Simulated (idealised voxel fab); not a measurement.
The following is a process module called voxel quadruple lines.
Displayed cross-section: cut, width of 265 nm, square cells sized 5 nm.
A cross-section is written here as square cells arranged in a grid, and it is given in bands from the top down, each band taking up one or more rows of cells.
Per band: top height and bottom height in nm, followed by the left-to-right materials and their widths in nm; "all across" marks a single material spanning edge to edge, "air" marks empty space.
Below 0: as-received wafer, all one material; heights counted from there. Lowest band: no bottom, goes on down, written "0 and below".
Think of "30..40" as a width that walks from the first number to the second as you go down the band, top row to bottom row, taking equal-sized steps from row to row.
Step note "no change" = no cross-section cell changed.
"Closed-off voids" specifies each empty space that is not open to the top and that occupies no fewer than 8 cells, using the form width x height at distance, the distance measured from the left edge and all three quantities in nm.
That trailing text on a step's line, after the settings, is the simulator's own remark on the step.
overlay nm: step with mask; distance mask lay right of planned place; negative value = left of planned place.
PROCESS STEPS (PLANNED)
1) op RECEIVE | material Si
2) op CONFORMAL_DEP | material Al2O3 | thk nm 5
3) op DIRECTIONAL_DEP | material W | thk nm 10
4) op DIRECTIONAL_DEP | material polySi | thk nm 15
5) op DIRECTIONAL_DEP | material aC | thk nm 20
6) op PATTERN | tone cover | mask id MANDREL | material resist | width nm 20 | pitch nm 60 | thk nm 25 | overlay nm 0
7) op DIRECTIONAL_ETCH | etch materials aC | depth nm 20
8) op STRIP | etch materials resist
9) op CONFORMAL_DEP | material SiO2 | thk nm 10
10) op DIRECTIONAL_ETCH | etch materials SiO2 | depth nm 10
11) op STRIP | etch materials aC
12) op DIRECTIONAL_ETCH | etch materials polySi | depth nm 15
13) op STRIP | etch materials SiO2
14) op CONFORMAL_DEP | material SiN | thk nm 5
15) op DIRECTIONAL_ETCH | etch materials SiN | depth nm 5
16) op STRIP | etch materials polySi
17) op DIRECTIONAL_ETCH | etch materials W | depth nm 10
18) op STRIP | etch materials SiN
19) op FILL_DEP | material SiO2 | thk nm 10
20) op CMP | height nm 15
CROSS-SECTION OF THE WAFER UPON ARRIVAL, REPRESENTING THE STATE REACHED AFTER STEP 1
    0 and below  Si all across
    Closed-off voids: none
CROSS-SECTION AT MODULE END, ONE RUN ERROR; START AND PLAN UNCHANGED FROM ABOVE
    15 down to 5  SiO2=75, then W=5, then SiO2=10, then W=5, then SiO2=10, then W=5, then SiO2=10, then W=5, then SiO2=10, then W=5, then SiO2=10, then W=5, then SiO2=10, then W=5, then SiO2=10, then W=5, then SiO2=80
    5 down to 0  polySi all across
    0 and below  Si all across
    Closed-off voids: none
What was done differently from what was planned? step 2 went in with a setting other than planned; the actual run was op CONFORMAL_DEP | material polySi | thk nm 5
